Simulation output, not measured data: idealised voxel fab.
You're looking at the process module voxel self aligned vias.
Each square cell in cross-section cut measures 5 nm, and the section as a whole is 260 nm wide.
Bands, listed from the top down, are how a cross-section gets written in this document; the cross-section itself is a grid of square cells, and a band is one or more rows of them.
Top height, bottom height, nm. Materials left to right, width each, nm. Single material + "throughout" = fills band edge to edge. "empty" = empty.
Counting heights begins at 0, where everything beneath is, in the wafer as received, one material. The lowest band has no bottom; it goes on downwards, as "0 nm and below" shows.
A width such as "30 to 40" changes by the same amount from each row of cells to the next, from the band's top row to its bottom row.
Given "remains unaltered" for a step, no cell of the cross-section differs between before and after that step.
Look at "Enclosed cavity list" for the closed voids: empty spaces with no open path to the top, sized 8 cells or up. Each is width x height at distance, distance from the left edge, all nm.
Formally, on a step line, whatever follows the settings is a remark that the simulator itself makes on the step.
The line of a step may include "overlay nm". On a step with a mask, this value is how far to the right of its planned place the mask lay. A negative value means the mask lay to the left.

# Planned process steps
- 1: RECEIVE | material Si
- 2: CONFORMAL_DEP | material SiO2 | thk nm 15
- 3: CONFORMAL_DEP | material SiCN | thk nm 5
- 4: DIRECTIONAL_DEP | material lowk | thk nm 20
- 5: PATTERN | tone open | mask id LINES | material resist | width nm 20 | pitch nm 60 | thk nm 15 | overlay nm 0
- 6: DIRECTIONAL_ETCH | etch materials lowk | depth nm 20
- 7: STRIP | etch materials resist
- 8: CONFORMAL_DEP | material TiN | thk nm 5
- 9: FILL_DEP | material Ru | thk nm 10
- 10: CMP | height nm 40
- 11: SELECTIVE_ETCH | etch materials W Ru TiN | depth nm 10
- 12: FILL_DEP | material SiN | thk nm 5
- 13: CMP | height nm 40
- 14: DIRECTIONAL_DEP | material lowk | thk nm 20
- 15: MASKED_ETCH | tone open | mask id VIAS | width nm 40 | etch materials lowk | depth nm 20 | overlay nm 0
- 16: MASKED_ETCH | tone open | mask id VIAS | width nm 40 | etch materials SiN | depth nm 10 | overlay nm 0
- 17: CONFORMAL_DEP | material TiN | thk nm 5
- 18: FILL_DEP | material Cu | thk nm 10
- 19: CMP | height nm 60
- 20: CONFORMAL_DEP | material SiCN | thk nm 5

# Cross-section of the wafer upon arrival, representing the state reached after step 1
- 0 nm and below | Si throughout
- Enclosed cavity list: none

# End-of-module cross-section of the first of two wafers, processed as planned
- 65 nm to 60 nm | SiCN throughout
- 60 nm to 45 nm | 80 lowk / 5 TiN / 30 Cu / 5 TiN / 140 lowk
- 45 nm to 40 nm | 80 lowk / 15 TiN / 10 Cu / 15 TiN / 140 lowk
- 40 nm to 35 nm | 90 lowk / 5 TiN / 10 Cu / 5 TiN / 40 lowk / 20 SiN / 90 lowk
- 35 nm to 30 nm | 90 lowk / 20 TiN / 40 lowk / 20 SiN / 90 lowk
- 30 nm to 25 nm | 90 lowk / 5 TiN / 10 Ru / 5 TiN / 40 lowk / 5 TiN / 10 Ru / 5 TiN / 90 lowk
- 25 nm to 20 nm | 90 lowk / 20 TiN / 40 lowk / 20 TiN / 90 lowk
- 20 nm to 15 nm | SiCN throughout
- 15 nm to 0 nm | SiO2 throughout
- 0 nm and below | Si throughout
- Enclosed cavity list: none

# Now the second wafer, cross-sectioned at the end of the module. Nothing different at the start, nothing different in the plan compared with the first, just one mistake when it was actually run
- 65 nm to 60 nm | SiCN throughout
- 60 nm to 40 nm | 80 lowk / 5 TiN / 30 Cu / 5 TiN / 140 lowk
- 40 nm to 35 nm | 80 lowk / 5 TiN / 30 Cu / 5 TiN / 30 lowk / 20 SiN / 90 lowk
- 35 nm to 30 nm | 80 lowk / 40 TiN / 30 lowk / 20 SiN / 90 lowk
- 30 nm to 25 nm | 80 lowk / 15 TiN / 10 Ru / 15 TiN / 30 lowk / 5 TiN / 10 Ru / 5 TiN / 90 lowk
- 25 nm to 20 nm | 80 lowk / 40 TiN / 30 lowk / 20 TiN / 90 lowk
- 20 nm to 15 nm | SiCN throughout
- 15 nm to 0 nm | SiO2 throughout
- 0 nm and below | Si throughout
- Enclosed cavity list: none
Error vs. plan: regarding the plan, step 15 was run twice
End of process, cell counts, second wafer against first, materials with more or fewer: Cu +8, TiN +8, lowk -16
